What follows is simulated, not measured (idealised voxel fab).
Module name: voxel ribs on slabs (process module)
For reference, the cross-section in this document is cut, with width 215 nm and square cells of 5 nm.
The cross-sections in this document take the form of a grid made of square cells. They are written out as bands, in order from top to bottom. Each band consists of one or more rows of cells.
Basically the band line says how high the top is and how high the bottom is, in nm, and then what's in it from left to right, every material with its width in nm. Empty space shows up as "empty", and if a single material carries "full width" it runs the full band edge to edge.
Height 0 is the level under which the wafer as received is all one material. The lowest band goes on downwards, as in "0 and below".
So if you see something like "30..40" for the width, read it as the top row of the band sitting at the first number and the bottom row at the second, with every row in between moving by the same amount as the last.
No cell of the cross-section changed in a step that is given as "remained the same".
"Fully enclosed voids": sealed empty spaces, 8 cells or more, no open way to top, listed width x height at distance, with distance from the left edge and width, height and distance in nm.
What comes after the settings on a step's line is commentary from the simulator itself on that step.
What "overlay nm" on a step's line means: if the step has a mask, that mask lay this far to the right of its planned place, or, when the value is negative, to the left.
# List of planned process steps
1. RECEIVE [material Si]
2. DIRECTIONAL_DEP [material SiO2] [thk nm 25]
3. DIRECTIONAL_DEP [material SiN] [thk nm 25]
4. MASKED_ETCH [tone cover] [mask id RIB] [width nm 30] [etch materials SiN] [depth nm 15] [overlay nm 0]
5. DIRECTIONAL_DEP [material aC] [thk nm 15]
6. PATTERN [tone cover] [mask id SLAB] [material resist] [width nm 60] [thk nm 35] [overlay nm 0]
7. DIRECTIONAL_ETCH [etch materials aC] [depth nm 15]
8. STRIP [etch materials resist]
9. DIRECTIONAL_ETCH [etch materials SiN] [depth nm 10]
10. STRIP [etch materials aC]
11. FILL_DEP [material SiO2] [thk nm 25]
12. CMP [height nm 70]
13. DIRECTIONAL_DEP [material W] [thk nm 10]
14. PATTERN [tone cover] [mask id HEATER] [material resist] [width nm 40] [thk nm 20] [overlay nm 0]
15. DIRECTIONAL_ETCH [etch materials W] [depth nm 5]
16. STRIP [etch materials resist]
17. CONFORMAL_DEP [material SiO2] [thk nm 5]
All wafers enter the flow in the same state. The depth nm at step 15 differs from wafer to wafer, and the plan gives the value for the first wafer.
# Cross-section of the first of several wafers as received (after step 1)
* 0 and below  Si full width
* Fully enclosed voids: none
# First wafer of several, cross-section, module end, after step 17 (last)
* 85 down to 80  80 empty; 50 SiO2; 85 empty
* 80 down to 75  85 SiO2; 40 W; 90 SiO2
* 75 down to 70  W full width
* 70 down to 50  SiO2 full width
* 50 down to 35  90 SiO2; 30 SiN; 95 SiO2
* 35 down to 25  75 SiO2; 60 SiN; 80 SiO2
* 25 down to 0  SiO2 full width
* 0 and below  Si full width
* Fully enclosed voids: none
# X-section, last wafer, module end
* 85 down to 80  80 empty; 50 SiO2; 85 empty
* 80 down to 75  80 empty; 5 SiO2; 40 W; 5 SiO2; 85 empty
* 75 down to 70  85 SiO2; 40 W; 90 SiO2
* 70 down to 50  SiO2 full width
* 50 down to 35  90 SiO2; 30 SiN; 95 SiO2
* 35 down to 25  75 SiO2; 60 SiN; 80 SiO2
* 25 down to 0  SiO2 full width
* 0 and below  Si full width
* Fully enclosed voids: none
# wafer rows; end of module; cells per material since receipt: (+) gained, (-) lost; then closed voids
depth nm 5; +42 SiN; +605 SiO2; +51 W; Fully enclosed voids: none
depth nm 10; +42 SiN; +607 SiO2; +16 W; Fully enclosed voids: none
depth nm 15; +42 SiN; +607 SiO2; +16 W; Fully enclosed voids: none
depth nm 20; +42 SiN; +607 SiO2; +16 W; Fully enclosed voids: none
depth nm 25; +42 SiN; +607 SiO2; +16 W; Fully enclosed voids: none
